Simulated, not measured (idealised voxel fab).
Process module under the name voxel released beams
We display cut, a cross-section 220 nm in width whose square cells are each 5 nm.
Think of the cross-section as a grid of square cells. We describe it in bands, top to bottom, and each band covers one or more rows of those cells.
Band entry format. Leading values: height of top, height of bottom, nm. Remainder: materials in left-to-right order, each with its width in nm. Special words: "full width" on a single material, which then fills the band edge to edge; "air", empty space.
We count height from 0. Below that, the starting wafer is all one material. The lowest band never ends at the bottom but goes on down; see "0 -> down" for how that is written.
The width entry "30..40" should be interpreted row by row: the top row of cells in the band takes the first number, the bottom row takes the second number, and the change between adjacent rows is uniform throughout.
Given "identical to before" for a step, no cell of the cross-section differs between before and after that step.
Entry "Enclosed cavities". Content: empty spaces with no open connection to the top, size 8 cells or greater. Each: width x height at distance. Distance: from left edge. Unit: nm.
The remark found on a step's line after its settings is issued by the simulator itself and pertains to that step.
Regarding "overlay nm": on a step with a mask, it is the distance the mask lay to the right of its planned place; a negative value places it to the left.

List of planned process steps
1. RECEIVE | material Si
2. CONFORMAL_DEP | material SiN | thk nm 10
3. DIRECTIONAL_DEP | material SiO2 | thk nm 10
4. MASKED_ETCH | tone open | mask id ANCHOR | width nm 35 | etch materials SiO2 | depth nm 10 | overlay nm 0
5. CONFORMAL_DEP | material W | thk nm 10
6. DIRECTIONAL_DEP | material aC | thk nm 15
7. PATTERN | tone cover | mask id BEAM | material resist | width nm 110 | thk nm 30 | overlay nm 0
8. DIRECTIONAL_ETCH | etch materials aC | depth nm 15
9. STRIP | etch materials resist
10. DIRECTIONAL_ETCH | etch materials W | depth nm 10
11. STRIP | etch materials aC
12. STRIP | etch materials SiO2

Incoming wafer, cross-sectional view, post step 1
  0 -> down  Si full width
  Enclosed cavities: none

Final wafer profile in cross-section after the module, from the same start and plan as above, with one mistake made during processing
  30 -> 20  air 50 nm | W 15 nm | air 15 nm | W 80 nm | air 60 nm
  20 -> 10  air 55 nm | W 35 nm | air 130 nm
  10 -> 0  aC full width
  0 -> down  Si full width
  Enclosed cavities: none
Short version of what went wrong: step 2 went in with a setting other than planned; the actual run was CONFORMAL_DEP | material aC | thk nm 10
